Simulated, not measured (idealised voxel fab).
Herein follows the process module entitled voxel released beams.
Pictured: cross-section cut, 160 nm wide, on a grid of 5 nm square cells.
Square cells in a grid make up a cross-section in this document, and the grid is given as bands, listed from the top down, each one or more rows of cells.
Per band: top height and bottom height in nm, followed by the left-to-right materials and their widths in nm; "everywhere" marks a single material spanning edge to edge, "blank" marks empty space.
Convention: height 0 is the level below which the wafer, as received, is all one material. The lowest band does not terminate at the bottom but continues downward, represented as "z 0 and below".
Per-row width for "30..40": begins at first number (top row of band), ends at second number (bottom row), increment between rows held constant.
"nothing was modified" means the step left every cell of the cross-section as it was.
"Completely sealed voids" means: voids of 8 cells or more that are shut off from the top with no open way through. Written width x height at distance, distance from the left edge, in nm.
Past the settings on a step's line: simulator remark, on that step.
Regarding "overlay nm": on a step with a mask, it is the distance the mask lay to the right of its planned place; a negative value places it to the left.
-- Planned process steps
- 1: RECEIVE: material Si
- 2: CONFORMAL_DEP: material SiN, thk nm 5
- 3: DIRECTIONAL_DEP: material SiO2, thk nm 10
- 4: DIRECTIONAL_DEP: material aC, thk nm 10
- 5: PATTERN: tone open, mask id ANCHOR, material resist, width nm 30, thk nm 30, overlay nm 0
- 6: DIRECTIONAL_ETCH: etch materials aC, depth nm 10
- 7: STRIP: etch materials resist
- 8: DIRECTIONAL_ETCH: etch materials SiO2, depth nm 10
- 9: STRIP: etch materials aC
- 10: CONFORMAL_DEP: material polySi, thk nm 10
- 11: PATTERN: tone cover, mask id BEAM, material resist, width nm 105, thk nm 15, overlay nm 0
- 12: DIRECTIONAL_ETCH: etch materials polySi, depth nm 10
- 13: STRIP: etch materials resist
- 14: STRIP: etch materials SiO2
-- as received, after step 1
z 0 and below = Si everywhere
Completely sealed voids: none
-- Cross-sectional view of the first of the two wafers upon completion of the module, processed in accordance with the plan
z 25 to 15 = blank=25; polySi=15; blank=10; polySi=80; blank=30
z 15 to 5 = blank=30; polySi=30; blank=100
z 5 to 0 = SiN everywhere
z 0 and below = Si everywhere
Completely sealed voids: none
-- Cross-section of the latter of the two wafers at module completion. It had an identical start and an identical plan to the former; in running it, one mistake was made
z 25 to 15 = blank=25; polySi=45; blank=90
z 15 to 5 = blank=20; polySi=10; SiO2=30; polySi=70; blank=30
z 5 to 0 = SiN everywhere
z 0 and below = Si everywhere
Completely sealed voids: none
Deviation noted in wafer processing: step 5 deviated from plan and actually ran as PATTERN: tone cover, mask id ANCHOR, material resist, width nm 30, thk nm 30, overlay nm 0
Bottom line after processing is that, in cells, the second wafer is up or down on some materials versus the first: SiO2: 12 more
